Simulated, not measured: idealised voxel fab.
Process module in this document: voxel capacitor over wiring
Square cells of 5 nm make up the cross-section cut, whose width is 265 nm.
Format of a cross-section: grid, square cells. Given as bands. Order: top down. Band: one or more rows of cells.
Heights first: top, then bottom, in nm. Then materials, left to right, each with a width in nm. "edge to edge" on a single material: fills the band edge to edge. "blank": empty space.
Heights are measured from 0, the level below which the as-received wafer is all one material; the lowest band has no bottom and continues downward, written as in "z 0 and below".
It should be noted that a width expressed as "30..40" varies in equal increments from row to row of cells within the band, taking the value of the first number at the top row and that of the second number at the bottom row.
Step note "remained unchanged" = no cross-section cell changed.
The label "Enclosed internal voids" introduces a list of the empty spaces, 8 cells or larger, that have no open way up to the top; each entry in it reads width x height at distance, where the distance is taken from the left edge and all three are stated in nm.
Formally, on a step line, whatever follows the settings is a remark that the simulator itself makes on the step.
overlay nm, on a step with a mask: how far to the right of its planned place the mask lay; to the left if negative

The process steps that were planned are listed below:
1,op RECEIVE | material Si
2,op CONFORMAL_DEP | material SiO2 | thk nm 15
3,op CONFORMAL_DEP | material SiN | thk nm 5
4,op DIRECTIONAL_DEP | material SiO2 | thk nm 20
5,op PATTERN | tone open | mask id METAL_1 | material resist | width nm 30 | pitch nm 80 | thk nm 15 | overlay nm 0
6,op DIRECTIONAL_ETCH | etch materials SiO2 | depth nm 20
7,op DIRECTIONAL_ETCH | etch materials SiN | depth nm 5
8,op STRIP | etch materials resist
9,op CONFORMAL_DEP | material TiN | thk nm 5
10,op FILL_DEP | material Ru | thk nm 5
11,op CMP | height nm 40
12,op EPI | material Ru | thk nm 5
13,op FILL_DEP | material SiCN | thk nm 5
14,op DIRECTIONAL_DEP | material SiO2 | thk nm 20
15,op MASKED_ETCH | tone open | mask id PLUG_1 | width nm 15 | etch materials SiO2 | depth nm 20 | overlay nm 0
16,op MASKED_ETCH | tone open | mask id PLUG_1 | width nm 15 | etch materials SiCN | depth nm 5 | overlay nm 0
17,op EPI | material Ru | thk nm 10
18,op EPI | material Ru | thk nm 10
19,op EPI | material Ru | thk nm 5
20,op DIRECTIONAL_DEP | material TiN | thk nm 10
21,op DIRECTIONAL_DEP | material Al2O3 | thk nm 5
22,op DIRECTIONAL_DEP | material TiN | thk nm 10
23,op DIRECTIONAL_DEP | material aC | thk nm 15
24,op PATTERN | tone cover | mask id UPPER_PLATE | material resist | width nm 55 | thk nm 30 | overlay nm 0
25,op DIRECTIONAL_ETCH | etch materials aC | depth nm 15
26,op STRIP | etch materials resist
27,op DIRECTIONAL_ETCH | etch materials TiN | depth nm 10
28,op DIRECTIONAL_ETCH | etch materials Al2O3 | depth nm 5
29,op STRIP | etch materials aC
30,op MASKED_ETCH | tone cover | mask id LOWER_PLATE | width nm 65 | etch materials TiN | depth nm 10 | overlay nm 0
31,op FILL_DEP | material SiO2 | thk nm 15
32,op CMP | height nm 105
33,op DIRECTIONAL_DEP | material aC | thk nm 10
34,op PATTERN | tone open | mask id PLUG_2 | material resist | width nm 15 | thk nm 30 | overlay nm 0
35,op DIRECTIONAL_ETCH | etch materials aC | depth nm 10
36,op STRIP | etch materials resist
37,op DIRECTIONAL_ETCH | etch materials SiO2 | depth nm 10
38,op STRIP | etch materials aC
39,op CONFORMAL_DEP | material TiN | thk nm 5
40,op FILL_DEP | material Cu | thk nm 5
41,op CMP | height nm 105
42,op CONFORMAL_DEP | material SiCN | thk nm 5

As received, after step 1:
	z 0 and below | Si edge to edge
	Enclosed internal voids: none

First wafer of two, sectioned at end of module; run went per plan:
	z 110 to 105 | SiCN edge to edge
	z 105 to 100 | SiO2 100 nm, then TiN 5 nm, then Cu 5 nm, then TiN 5 nm, then SiO2 150 nm
	z 100 to 95 | SiO2 100 nm, then TiN 15 nm, then SiO2 150 nm
	z 95 to 85 | SiO2 90 nm, then TiN 55 nm, then SiO2 120 nm
	z 85 to 80 | SiO2 90 nm, then Al2O3 55 nm, then SiO2 120 nm
	z 80 to 70 | SiO2 85 nm, then TiN 65 nm, then SiO2 115 nm
	z 70 to 50 | SiO2 90 nm, then Ru 15 nm, then SiO2 160 nm
	z 50 to 45 | SiCN 90 nm, then Ru 15 nm, then SiCN 160 nm
	z 45 to 40 | SiCN 70 nm, then Ru 40 nm, then SiCN 40 nm, then Ru 40 nm, then SiCN 75 nm
	z 40 to 20 | SiO2 75 nm, then TiN 5 nm, then Ru 20 nm, then TiN 5 nm, then SiO2 50 nm, then TiN 5 nm, then Ru 20 nm, then TiN 5 nm, then SiO2 80 nm
	z 20 to 15 | SiN 75 nm, then TiN 30 nm, then SiN 50 nm, then TiN 30 nm, then SiN 80 nm
	z 15 to 0 | SiO2 edge to edge
	z 0 and below | Si edge to edge
	Enclosed internal voids: none

The second wafer, shown in cross-section after the module: started the same way as the first and given the same plan, yet one mistake crept into how it was run:
	z 110 to 105 | SiCN edge to edge
	z 105 to 100 | SiO2 100 nm, then TiN 5 nm, then Al2O3 40 nm, then SiO2 120 nm
	z 100 to 95 | SiO2 85 nm, then TiN 5 nm, then SiO2 10 nm, then TiN 50 nm, then SiO2 115 nm
	z 95 to 85 | SiO2 85..90 nm, then TiN 65..15 nm, then SiO2 115..160 nm
	z 85 to 80 | SiO2 90 nm, then Al2O3 15 nm, then SiO2 160 nm
	z 80 to 70 | SiO2 90 nm, then TiN 15 nm, then SiO2 160 nm
	z 70 to 50 | SiO2 edge to edge
	z 50 to 45 | SiCN edge to edge
	z 45 to 40 | SiCN 70 nm, then Ru 40 nm, then SiCN 40 nm, then Ru 40 nm, then SiCN 75 nm
	z 40 to 20 | SiO2 75 nm, then TiN 5 nm, then Ru 20 nm, then TiN 5 nm, then SiO2 50 nm, then TiN 5 nm, then Ru 20 nm, then TiN 5 nm, then SiO2 80 nm
	z 20 to 15 | SiN 75 nm, then TiN 30 nm, then SiN 50 nm, then TiN 30 nm, then SiN 80 nm
	z 15 to 0 | SiO2 edge to edge
	z 0 and below | Si edge to edge
	Enclosed internal voids: none
What was done differently from what was planned? plan step 14 was twice executed
The final cell counts differ between the wafers, with the second having more or fewer of some materials than the first: -1 Cu | -15 Ru | +3 SiCN | +32 SiO2 | -19 TiN
